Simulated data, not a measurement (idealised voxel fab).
Title: Process Module voxel spacer lines
Section cut is 230 nm wide and gridded with 5 nm square cells.
Each cross-section below is a grid of square cells, stated as bands in top-down order, with one or more rows of cells making up each band. A band entry consists of two parts. The first gives the height of the band's top and the height of its bottom, in nm. The rest lists the band's materials from left to right, each with its width in nm. A single material labelled with the word "full width" fills the band from edge to edge, and the word "blank" marks empty space. Height reference: 0 = level under which incoming wafer is all one material. Lowest band: no bottom, runs on downward, e.g. "from 0 down". Read "30..40" as a graded width: first number on top, second number at the bottom, same change between each pair of neighbouring rows. "identical to before" for a step: no cell of the cross-section changed in that step. Under "Sealed internal voids" you'll find the enclosed gaps, the ones with no way out to the top, that are 8 cells or bigger; each reads width x height at distance, with distance counted from the left edge, everything in nm. Formally, on a step line, whatever follows the settings is a remark that the simulator itself makes on the step. If you see "overlay nm" on a step's line and that step has a mask, it's telling you how far right of where it was planned the mask ended up; a negative number means it went left instead.
# Process steps (planned)
step 1: op RECEIVE | material Si
step 2: op CONFORMAL_DEP | material Al2O3 | thk nm 5
step 3: op DIRECTIONAL_DEP | material SiN | thk nm 10
step 4: op DIRECTIONAL_DEP | material polySi | thk nm 25
step 5: op PATTERN | tone cover | mask id MANDREL | material resist | width nm 15 | pitch nm 60 | thk nm 35 | overlay nm 0
step 6: op DIRECTIONAL_ETCH | etch materials polySi | depth nm 25
step 7: op STRIP | etch materials resist
step 8: op CONFORMAL_DEP | material SiO2 | thk nm 15
step 9: op DIRECTIONAL_ETCH | etch materials SiO2 | depth nm 15
step 10: op STRIP | etch materials polySi
step 11: op DIRECTIONAL_ETCH | etch materials SiN | depth nm 10
step 12: op STRIP | etch materials SiO2
# The following pertains to the first of two wafers, which was processed as planned
# Here's what the wafer looked like in cross-section when it arrived - that's after step 1
> from 0 down: Si full width
> Sealed internal voids: none
# After step 2, in cross-section
> from 5 to 0: Al2O3 full width
> All layers under 0 are left as they were.
# After step 3, in cross-section
> from 15 to 5: SiN full width
> All layers under 5 are left as they were.
# After step 4, in cross-section
> from 40 to 15: polySi full width
> All layers under 15 are left as they were.
# After step 5, in cross-section
> from 75 to 40: blank=45, then resist=15, then blank=45, then resist=15, then blank=45, then resist=15, then blank=50
> All layers under 40 are left as they were.
# After step 6, in cross-section
> from 75 to 40: blank=45, then resist=15, then blank=45, then resist=15, then blank=45, then resist=15, then blank=50
> from 40 to 15: blank=45, then polySi=15, then blank=45, then polySi=15, then blank=45, then polySi=15, then blank=50
> All layers under 15 are left as they were.
# After step 7, in cross-section
> from 40 to 15: blank=45, then polySi=15, then blank=45, then polySi=15, then blank=45, then polySi=15, then blank=50
> All layers under 15 are left as they were.
# After step 8, in cross-section
> from 55 to 40: blank=30, then SiO2=45, then blank=15, then SiO2=45, then blank=15, then SiO2=45, then blank=35
> from 40 to 30: blank=30, then SiO2=15, then polySi=15, then SiO2=15, then blank=15, then SiO2=15, then polySi=15, then SiO2=15, then blank=15, then SiO2=15, then polySi=15, then SiO2=15, then blank=35
> from 30 to 15: SiO2=45, then polySi=15, then SiO2=45, then polySi=15, then SiO2=45, then polySi=15, then SiO2=50
> All layers under 15 are left as they were.
# After step 9, in cross-section
> from 40 to 15: blank=30, then SiO2=15, then polySi=15, then SiO2=15, then blank=15, then SiO2=15, then polySi=15, then SiO2=15, then blank=15, then SiO2=15, then polySi=15, then SiO2=15, then blank=35
> All layers under 15 are left as they were.
# After step 10, in cross-section
> from 40 to 15: blank=30, then SiO2=15, then blank=15, then SiO2=15, then blank=15, then SiO2=15, then blank=15, then SiO2=15, then blank=15, then SiO2=15, then blank=15, then SiO2=15, then blank=35
> All layers under 15 are left as they were.
# After step 11, in cross-section
> from 40 to 15: blank=30, then SiO2=15, then blank=15, then SiO2=15, then blank=15, then SiO2=15, then blank=15, then SiO2=15, then blank=15, then SiO2=15, then blank=15, then SiO2=15, then blank=35
> from 15 to 5: blank=30, then SiN=15, then blank=15, then SiN=15, then blank=15, then SiN=15, then blank=15, then SiN=15, then blank=15, then SiN=15, then blank=15, then SiN=15, then blank=35
> All layers under 5 are left as they were.
# After step 12, in cross-section
> from 15 to 5: blank=30, then SiN=15, then blank=15, then SiN=15, then blank=15, then SiN=15, then blank=15, then SiN=15, then blank=15, then SiN=15, then blank=15, then SiN=15, then blank=35
> All layers under 5 are left as they were.
# It is to be noted that the second wafer proceeded from the same initial state and according to the same plan as the first, although one mistake was committed in its execution; through step 10, inclusive, the two wafers share an identical history
# Second wafer, section view, time point: scheduled end of step 11
> from 40 to 15: blank=30, then SiO2=15, then blank=15, then SiO2=15, then blank=15, then SiO2=15, then blank=15, then SiO2=15, then blank=15, then SiO2=15, then blank=15, then SiO2=15, then blank=35
> from 15 to 5: blank=30, then SiN=15, then blank=15, then SiN=15, then blank=15, then SiN=15, then blank=15, then SiN=15, then blank=15, then SiN=15, then blank=15, then SiN=15, then blank=35
> All layers under 5 are left as they were.
# Second wafer, section view, time point: scheduled end of step 12
> from 15 to 5: blank=30, then SiN=15, then blank=15, then SiN=15, then blank=15, then SiN=15, then blank=15, then SiN=15, then blank=15, then SiN=15, then blank=15, then SiN=15, then blank=35
> All layers under 5 are left as they were.
Diagnosis: regarding the plan, step 11 was run twice
Given identical final cross-sections on the two wafers, the mistake has no effect on any quantity computed by this model.
